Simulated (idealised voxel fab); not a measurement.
The process module presented herein is designated voxel self aligned vias.
The figure presents cross-section cut, which has a width of 225 nm and is divided into square cells with an edge length of 5 nm.
Cross-sections here: square-cell grids, written as top-down lists of bands, a band being one or more rows of cells.
Heads up on the band format: heights come first, top then bottom, in nm. After that it's the materials left to right, each with its width in nm. A single material flagged "throughout" fills the whole band edge to edge, and "blank" means there's empty space there.
Beneath 0, the wafer as received is one material, and that level is where height counting begins. The lowest band goes on downward without a bottom; it is written like "0 -> down".
You'd read "30 to 40" like this: the band's top row of cells is as wide as the first number, its bottom row is as wide as the second, and going down, every row changes width by the same amount as the row before did.
Key: "no change" - step with no changed cell in the cross-section.
Basically, "Closed internal voids" tells you about the enclosed voids: empty spaces with no open way to the top, 8 cells or bigger, each written width x height at distance, where distance is from the left edge, all in nm.
Where a step's line continues beyond its settings, the continuation is a remark by the simulator itself on that step.
overlay nm, on a step with a mask: how far to the right of its planned place the mask lay; to the left if negative
Steps planned for the process
- 1: RECEIVE: material Si
- 2: CONFORMAL_DEP: material SiO2, thk nm 10
- 3: CONFORMAL_DEP: material SiCN, thk nm 5
- 4: DIRECTIONAL_DEP: material SiO2, thk nm 20
- 5: PATTERN: tone open, mask id LINES, material resist, width nm 25, pitch nm 60, thk nm 15, overlay nm 0
- 6: DIRECTIONAL_ETCH: etch materials SiO2, depth nm 20
- 7: STRIP: etch materials resist
- 8: CONFORMAL_DEP: material TiN, thk nm 5
- 9: FILL_DEP: material Ru, thk nm 5
- 10: CMP: height nm 35
- 11: SELECTIVE_ETCH: etch materials W Ru TiN, depth nm 10
- 12: FILL_DEP: material SiN, thk nm 5
- 13: CMP: height nm 35
- 14: DIRECTIONAL_DEP: material SiO2, thk nm 15
- 15: MASKED_ETCH: tone open, mask id VIAS, width nm 45, pitch nm 120, etch materials SiO2, depth nm 15, overlay nm 0
- 16: MASKED_ETCH: tone open, mask id VIAS, width nm 45, pitch nm 120, etch materials SiN, depth nm 10, overlay nm 0
- 17: CONFORMAL_DEP: material TiN, thk nm 5
- 18: FILL_DEP: material Cu, thk nm 5
- 19: CMP: height nm 50
- 20: CONFORMAL_DEP: material SiN, thk nm 5
First of two wafers, with the run carried out as planned
Cross-section of the wafer upon arrival, representing the state reached after step 1
  0 -> down | Si throughout
  Closed internal voids: none
Presented here is a cross-section of the wafer after step 2 has been performed
  10 -> 0 | SiO2 throughout
  Below a height of 0, the structure has not been altered.
Presented here is a cross-section of the wafer after step 3 has been performed
  15 -> 10 | SiCN throughout
  Below a height of 10, the structure has not been altered.
Presented here is a cross-section of the wafer after step 4 has been performed
  35 -> 15 | SiO2 throughout
  Below a height of 15, the structure has not been altered.
Presented here is a cross-section of the wafer after step 5 has been performed
  50 -> 35 | resist (40); blank (25); resist (35); blank (25); resist (35); blank (25); resist (40)
  Below a height of 35, the structure has not been altered.
Presented here is a cross-section of the wafer after step 6 has been performed
  50 -> 35 | resist (40); blank (25); resist (35); blank (25); resist (35); blank (25); resist (40)
  35 -> 15 | SiO2 (40); blank (25); SiO2 (35); blank (25); SiO2 (35); blank (25); SiO2 (40)
  Below a height of 15, the structure has not been altered.
Presented here is a cross-section of the wafer after step 7 has been performed
  35 -> 15 | SiO2 (40); blank (25); SiO2 (35); blank (25); SiO2 (35); blank (25); SiO2 (40)
  Below a height of 15, the structure has not been altered.
Presented here is a cross-section of the wafer after step 8 has been performed
  40 -> 35 | TiN (45); blank (15); TiN (45); blank (15); TiN (45); blank (15); TiN (45)
  35 -> 20 | SiO2 (40); TiN (5); blank (15); TiN (5); SiO2 (35); TiN (5); blank (15); TiN (5); SiO2 (35); TiN (5); blank (15); TiN (5); SiO2 (40)
  20 -> 15 | SiO2 (40); TiN (25); SiO2 (35); TiN (25); SiO2 (35); TiN (25); SiO2 (40)
  Below a height of 15, the structure has not been altered.
Presented here is a cross-section of the wafer after step 9 has been performed
  45 -> 40 | Ru throughout
  40 -> 35 | TiN (45); Ru (15); TiN (45); Ru (15); TiN (45); Ru (15); TiN (45)
  35 -> 20 | SiO2 (40); TiN (5); Ru (15); TiN (5); SiO2 (35); TiN (5); Ru (15); TiN (5); SiO2 (35); TiN (5); Ru (15); TiN (5); SiO2 (40)
  Below a height of 20, the structure has not been altered.
Presented here is a cross-section of the wafer after step 10 has been performed
  35 -> 20 | SiO2 (40); TiN (5); Ru (15); TiN (5); SiO2 (35); TiN (5); Ru (15); TiN (5); SiO2 (35); TiN (5); Ru (15); TiN (5); SiO2 (40)
  Below a height of 20, the structure has not been altered.
Presented here is a cross-section of the wafer after step 11 has been performed
  35 -> 25 | SiO2 (40); blank (25); SiO2 (35); blank (25); SiO2 (35); blank (25); SiO2 (40)
  Below a height of 25, the structure has not been altered.
Presented here is a cross-section of the wafer after step 12 has been performed
  40 -> 35 | SiN throughout
  35 -> 25 | SiO2 (40); SiN (25); SiO2 (35); SiN (25); SiO2 (35); SiN (25); SiO2 (40)
  Below a height of 25, the structure has not been altered.
Presented here is a cross-section of the wafer after step 13 has been performed
  35 -> 25 | SiO2 (40); SiN (25); SiO2 (35); SiN (25); SiO2 (35); SiN (25); SiO2 (40)
  Below a height of 25, the structure has not been altered.
Presented here is a cross-section of the wafer after step 14 has been performed
  50 -> 35 | SiO2 throughout
  Below a height of 35, the structure has not been altered.
Presented here is a cross-section of the wafer after step 15 has been performed
  50 -> 35 | SiO2 (30); blank (45); SiO2 (75); blank (45); SiO2 (30)
  Below a height of 35, the structure has not been altered.
Presented here is a cross-section of the wafer after step 16 has been performed
  50 -> 35 | SiO2 (30); blank (45); SiO2 (75); blank (45); SiO2 (30)
  35 -> 25 | SiO2 (40); blank (25); SiO2 (35); SiN (25); SiO2 (35); blank (25); SiO2 (40)
  Below a height of 25, the structure has not been altered.
Presented here is a cross-section of the wafer after step 17 has been performed
  55 -> 50 | TiN (35); blank (35); TiN (85); blank (35); TiN (35)
  50 -> 40 | SiO2 (30); TiN (5); blank (35); TiN (5); SiO2 (75); TiN (5); blank (35); TiN (5); SiO2 (30)
  40 -> 35 | SiO2 (30); TiN (15); blank (15); TiN (15); SiO2 (75); TiN (15); blank (15); TiN (15); SiO2 (30)
  35 -> 30 | SiO2 (40); TiN (5); blank (15); TiN (5); SiO2 (35); SiN (25); SiO2 (35); TiN (5); blank (15); TiN (5); SiO2 (40)
  30 -> 25 | SiO2 (40); TiN (25); SiO2 (35); SiN (25); SiO2 (35); TiN (25); SiO2 (40)
  Below a height of 25, the structure has not been altered.
Presented here is a cross-section of the wafer after step 18 has been performed
  60 -> 55 | Cu throughout
  55 -> 50 | TiN (35); Cu (35); TiN (85); Cu (35); TiN (35)
  50 -> 40 | SiO2 (30); TiN (5); Cu (35); TiN (5); SiO2 (75); TiN (5); Cu (35); TiN (5); SiO2 (30)
  40 -> 35 | SiO2 (30); TiN (15); Cu (15); TiN (15); SiO2 (75); TiN (15); Cu (15); TiN (15); SiO2 (30)
  35 -> 30 | SiO2 (40); TiN (5); Cu (15); TiN (5); SiO2 (35); SiN (25); SiO2 (35); TiN (5); Cu (15); TiN (5); SiO2 (40)
  Below a height of 30, the structure has not been altered.
Presented here is a cross-section of the wafer after step 19 has been performed
  50 -> 40 | SiO2 (30); TiN (5); Cu (35); TiN (5); SiO2 (75); TiN (5); Cu (35); TiN (5); SiO2 (30)
  Below a height of 40, the structure has not been altered.
Presented here is a cross-section of the wafer after step 20 has been performed
  55 -> 50 | SiN throughout
  Below a height of 50, the structure has not been altered.
Second wafer: same start and same plan as the first, one execution error; identical to the first through step 2
Cross-section of the second wafer at the time by which step 3 should have been completed according to the plan
  15 -> 10 | Ru throughout
  Below a height of 10, the structure has not been altered.
Cross-section of the second wafer at the time by which step 4 should have been completed according to the plan
  35 -> 15 | SiO2 throughout
  Below a height of 15, the structure has not been altered.
Cross-section of the second wafer at the time by which step 5 should have been completed according to the plan
  50 -> 35 | resist (40); blank (25); resist (35); blank (25); resist (35); blank (25); resist (40)
  Below a height of 35, the structure has not been altered.
Cross-section of the second wafer at the time by which step 6 should have been completed according to the plan
  50 -> 35 | resist (40); blank (25); resist (35); blank (25); resist (35); blank (25); resist (40)
  35 -> 15 | SiO2 (40); blank (25); SiO2 (35); blank (25); SiO2 (35); blank (25); SiO2 (40)
  Below a height of 15, the structure has not been altered.
Cross-section of the second wafer at the time by which step 7 should have been completed according to the plan
  35 -> 15 | SiO2 (40); blank (25); SiO2 (35); blank (25); SiO2 (35); blank (25); SiO2 (40)
  Below a height of 15, the structure has not been altered.
Cross-section of the second wafer at the time by which step 8 should have been completed according to the plan
  40 -> 35 | TiN (45); blank (15); TiN (45); blank (15); TiN (45); blank (15); TiN (45)
  35 -> 20 | SiO2 (40); TiN (5); blank (15); TiN (5); SiO2 (35); TiN (5); blank (15); TiN (5); SiO2 (35); TiN (5); blank (15); TiN (5); SiO2 (40)
  20 -> 15 | SiO2 (40); TiN (25); SiO2 (35); TiN (25); SiO2 (35); TiN (25); SiO2 (40)
  Below a height of 15, the structure has not been altered.
Cross-section of the second wafer at the time by which step 9 should have been completed according to the plan
  45 -> 40 | Ru throughout
  40 -> 35 | TiN (45); Ru (15); TiN (45); Ru (15); TiN (45); Ru (15); TiN (45)
  35 -> 20 | SiO2 (40); TiN (5); Ru (15); TiN (5); SiO2 (35); TiN (5); Ru (15); TiN (5); SiO2 (35); TiN (5); Ru (15); TiN (5); SiO2 (40)
  Below a height of 20, the structure has not been altered.
Cross-section of the second wafer at the time by which step 10 should have been completed according to the plan
  35 -> 20 | SiO2 (40); TiN (5); Ru (15); TiN (5); SiO2 (35); TiN (5); Ru (15); TiN (5); SiO2 (35); TiN (5); Ru (15); TiN (5); SiO2 (40)
  Below a height of 20, the structure has not been altered.
Cross-section of the second wafer at the time by which step 11 should have been completed according to the plan
  35 -> 25 | SiO2 (40); blank (25); SiO2 (35); blank (25); SiO2 (35); blank (25); SiO2 (40)
  Below a height of 25, the structure has not been altered.
Cross-section of the second wafer at the time by which step 12 should have been completed according to the plan
  40 -> 35 | SiN throughout
  35 -> 25 | SiO2 (40); SiN (25); SiO2 (35); SiN (25); SiO2 (35); SiN (25); SiO2 (40)
  Below a height of 25, the structure has not been altered.
Cross-section of the second wafer at the time by which step 13 should have been completed according to the plan
  35 -> 25 | SiO2 (40); SiN (25); SiO2 (35); SiN (25); SiO2 (35); SiN (25); SiO2 (40)
  Below a height of 25, the structure has not been altered.
Cross-section of the second wafer at the time by which step 14 should have been completed according to the plan
  50 -> 35 | SiO2 throughout
  Below a height of 35, the structure has not been altered.
Cross-section of the second wafer at the time by which step 15 should have been completed according to the plan
  50 -> 35 | SiO2 (30); blank (45); SiO2 (75); blank (45); SiO2 (30)
  Below a height of 35, the structure has not been altered.
Cross-section of the second wafer at the time by which step 16 should have been completed according to the plan
  50 -> 35 | SiO2 (30); blank (45); SiO2 (75); blank (45); SiO2 (30)
  35 -> 25 | SiO2 (40); blank (25); SiO2 (35); SiN (25); SiO2 (35); blank (25); SiO2 (40)
  Below a height of 25, the structure has not been altered.
Cross-section of the second wafer at the time by which step 17 should have been completed according to the plan
  55 -> 50 | TiN (35); blank (35); TiN (85); blank (35); TiN (35)
  50 -> 40 | SiO2 (30); TiN (5); blank (35); TiN (5); SiO2 (75); TiN (5); blank (35); TiN (5); SiO2 (30)
  40 -> 35 | SiO2 (30); TiN (15); blank (15); TiN (15); SiO2 (75); TiN (15); blank (15); TiN (15); SiO2 (30)
  35 -> 30 | SiO2 (40); TiN (5); blank (15); TiN (5); SiO2 (35); SiN (25); SiO2 (35); TiN (5); blank (15); TiN (5); SiO2 (40)
  30 -> 25 | SiO2 (40); TiN (25); SiO2 (35); SiN (25); SiO2 (35); TiN (25); SiO2 (40)
  Below a height of 25, the structure has not been altered.
Cross-section of the second wafer at the time by which step 18 should have been completed according to the plan
  60 -> 55 | Cu throughout
  55 -> 50 | TiN (35); Cu (35); TiN (85); Cu (35); TiN (35)
  50 -> 40 | SiO2 (30); TiN (5); Cu (35); TiN (5); SiO2 (75); TiN (5); Cu (35); TiN (5); SiO2 (30)
  40 -> 35 | SiO2 (30); TiN (15); Cu (15); TiN (15); SiO2 (75); TiN (15); Cu (15); TiN (15); SiO2 (30)
  35 -> 30 | SiO2 (40); TiN (5); Cu (15); TiN (5); SiO2 (35); SiN (25); SiO2 (35); TiN (5); Cu (15); TiN (5); SiO2 (40)
  Below a height of 30, the structure has not been altered.
Cross-section of the second wafer at the time by which step 19 should have been completed according to the plan
  50 -> 40 | SiO2 (30); TiN (5); Cu (35); TiN (5); SiO2 (75); TiN (5); Cu (35); TiN (5); SiO2 (30)
  Below a height of 40, the structure has not been altered.
Cross-section of the second wafer at the time by which step 20 should have been completed according to the plan
  55 -> 50 | SiN throughout
  Below a height of 50, the structure has not been altered.
The mistake made against the process plan was this: step 3 ran as: CONFORMAL_DEP: material Ru, thk nm 5
The closing comparison, in cells, has the second wafer with more or fewer of some materials than the first: Ru: 45 more | SiCN: 45 fewer
